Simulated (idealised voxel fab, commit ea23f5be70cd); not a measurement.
Process module, titled voxel released beams
For reference, the cross-section in this document is cut, with width 140 nm and square cells of 5 nm.
We lay out every cross-section as a grid of square cells and spell it out in bands from the top down, where one band means one or more rows of cells. Band entry format. Leading values: height of top, height of bottom, nm. Remainder: materials in left-to-right order, each with its width in nm. Special words: "everywhere" on a single material, which then fills the band edge to edge; "air", empty space. The level at which height equals 0 is the one under which the wafer, as it arrives, is entirely one material. No lower edge exists for the bottom band, which continues downward and is notated as in "top 0, no bottom". You'd read "30..40" like this: the band's top row of cells is as wide as the first number, its bottom row is as wide as the second, and going down, every row changes width by the same amount as the row before did. "remained the same" means the step left every cell of the cross-section as it was. Heads up: "Enclosed void inventory" only lists the empty pockets with no open path to the top that are 8 cells or more, and it writes them as width x height at distance, distance from the left edge, in nm. Past the settings on a step's line: simulator remark, on that step. When a step includes a mask, the "overlay nm" setting on its line states how far to the right of its planned place that mask lay, and negative values state how far to the left.
**The following list gives the planned process steps**
1: RECEIVE,material Si
2: CONFORMAL_DEP,material SiN,thk nm 10
3: DIRECTIONAL_DEP,material SiO2,thk nm 10
4: MASKED_ETCH,tone open,mask id ANCHOR,width nm 35,etch materials SiO2,depth nm 10,overlay nm 0
5: CONFORMAL_DEP,material polySi,thk nm 15
6: DIRECTIONAL_DEP,material aC,thk nm 15
7: PATTERN,tone cover,mask id BEAM,material resist,width nm 80,thk nm 35,overlay nm 0
8: DIRECTIONAL_ETCH,etch materials aC,depth nm 15
9: STRIP,etch materials resist
10: DIRECTIONAL_ETCH,etch materials polySi,depth nm 15
11: STRIP,etch materials aC
12: STRIP,etch materials SiO2
**Cross-section of the wafer at receipt, which is the condition after step 1**
  top 0, no bottom | Si everywhere
  Enclosed void inventory: none
**Figure: cross-sectional view of the wafer upon completion of the module, processed from the initial state and according to the plan depicted above, with one error introduced during execution**
  top 35, bottom 25 | 25 air / 30 polySi / 5 air / 45 polySi / 35 air
  top 25, bottom 20 | 25 air / 80 polySi / 35 air
  top 20, bottom 10 | 40 air / 35 polySi / 65 air
  top 10, bottom 0 | SiN everywhere
  top 0, no bottom | Si everywhere
  Enclosed void inventory: none
The plan and the run diverged here: in deviation from the planned setting, step 4 was conducted as MASKED_ETCH,tone open,mask id ANCHOR,width nm 35,etch materials SiO2,depth nm 10,overlay nm 10
